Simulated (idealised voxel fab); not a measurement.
The process module that follows is named voxel self aligned vias.
The cross-section shown here is cut; it is 295 nm wide and divided into square cells measuring 5 nm on a side.
Square cells in a grid make up a cross-section in this document, and the grid is given as bands, listed from the top down, each one or more rows of cells. Each band's line starts with the height of the band's top and of its bottom, in nm. Then come its materials from left to right, each with its width in nm. One material with "throughout" fills the band from edge to edge. "empty" is empty space. For the purposes of this specification, 0 denotes the height below which the wafer in its as-received condition is composed wholly of one material, and the lowermost band, lacking a lower limit, extends downward without end, as expressed in "z 0 and below". Quick explanation for "30..40": the width changes in equal steps down the rows of cells, from the first number in the band's top row to the second number in its bottom row. The designation "changes: none", where it is given for a processing step, indicates that no cell of the cross-section was altered in the course of that step. Enclosed voids (no open way to top), threshold 8 cells or more, entry "Sealed cavities", notation width x height at distance, distance from left edge, nm. Past the settings on a step's line: simulator remark, on that step. overlay nm: how far to the right of its planned place the mask lay on this masked step (negative: to the left).

[Process steps foreseen in the plan]
1: RECEIVE,material Si
2: CONFORMAL_DEP,material SiO2,thk nm 15
3: CONFORMAL_DEP,material SiCN,thk nm 5
4: DIRECTIONAL_DEP,material lowk,thk nm 25
5: MASKED_ETCH,tone open,mask id LINES,width nm 20,pitch nm 70,etch materials lowk,depth nm 25,overlay nm 0
6: CONFORMAL_DEP,material TiN,thk nm 5
7: FILL_DEP,material W,thk nm 10
8: CMP,height nm 45
9: SELECTIVE_ETCH,etch materials W Ru TiN,depth nm 10
10: FILL_DEP,material SiN,thk nm 5
11: CMP,height nm 45
12: DIRECTIONAL_DEP,material lowk,thk nm 20
13: DIRECTIONAL_DEP,material aC,thk nm 15
14: PATTERN,tone open,mask id VIAS,material resist,width nm 40,pitch nm 70,thk nm 35,overlay nm 0
15: DIRECTIONAL_ETCH,etch materials aC,depth nm 15
16: STRIP,etch materials resist
17: DIRECTIONAL_ETCH,etch materials lowk,depth nm 20
18: DIRECTIONAL_ETCH,etch materials SiN,depth nm 10
19: STRIP,etch materials aC
20: CONFORMAL_DEP,material TiN,thk nm 5
21: FILL_DEP,material Cu,thk nm 10
22: CMP,height nm 65
23: CONFORMAL_DEP,material SiCN,thk nm 5

[As received (post step 1): cross-section]
* z 0 and below | Si throughout
* Sealed cavities: none

[Cross-section: first of two wafers, module finished, run according to plan]
* z 70 to 65 | SiCN throughout
* z 65 to 50 | 55 of lowk  5 of TiN  30 of Cu  5 of TiN  30 of lowk  5 of TiN  30 of Cu  5 of TiN  30 of lowk  5 of TiN  30 of Cu  5 of TiN  60 of lowk
* z 50 to 40 | 55..65 of lowk  15..5 of TiN  10 of Cu  15..5 of TiN  30..50 of lowk  15..5 of TiN  10 of Cu  15..5 of TiN  30..50 of lowk  15..5 of TiN  10 of Cu  15..5 of TiN  60..70 of lowk
* z 40 to 35 | 65 of lowk  20 of TiN  50 of lowk  20 of TiN  50 of lowk  20 of TiN  70 of lowk
* z 35 to 25 | 65 of lowk  5 of TiN  10 of W  5 of TiN  50 of lowk  5 of TiN  10 of W  5 of TiN  50 of lowk  5 of TiN  10 of W  5 of TiN  70 of lowk
* z 25 to 20 | 65 of lowk  20 of TiN  50 of lowk  20 of TiN  50 of lowk  20 of TiN  70 of lowk
* z 20 to 15 | SiCN throughout
* z 15 to 0 | SiO2 throughout
* z 0 and below | Si throughout
* Sealed cavities: none

[Module end: cross-section of wafer two of two. Same start and process plan as the first wafer. One mistake during execution]
* z 70 to 65 | SiCN throughout
* z 65 to 50 | 55 of lowk  5 of SiO2  30 of Cu  5 of SiO2  30 of lowk  5 of SiO2  30 of Cu  5 of SiO2  30 of lowk  5 of SiO2  30 of Cu  5 of SiO2  60 of lowk
* z 50 to 40 | 55..65 of lowk  15..5 of SiO2  10 of Cu  15..5 of SiO2  30..50 of lowk  15..5 of SiO2  10 of Cu  15..5 of SiO2  30..50 of lowk  15..5 of SiO2  10 of Cu  15..5 of SiO2  60..70 of lowk
* z 40 to 35 | 65 of lowk  20 of SiO2  50 of lowk  20 of SiO2  50 of lowk  20 of SiO2  70 of lowk
* z 35 to 25 | 65 of lowk  5 of TiN  10 of W  5 of TiN  50 of lowk  5 of TiN  10 of W  5 of TiN  50 of lowk  5 of TiN  10 of W  5 of TiN  70 of lowk
* z 25 to 20 | 65 of lowk  20 of TiN  50 of lowk  20 of TiN  50 of lowk  20 of TiN  70 of lowk
* z 20 to 15 | SiCN throughout
* z 15 to 0 | SiO2 throughout
* z 0 and below | Si throughout
* Sealed cavities: none
The mistake made against the process plan was this: contrary to plan, step 20 was performed as CONFORMAL_DEP,material SiO2,thk nm 5
The final cell counts differ between the wafers, with the second having more or fewer of some materials than the first: SiO2: 54 more | TiN: 54 fewer
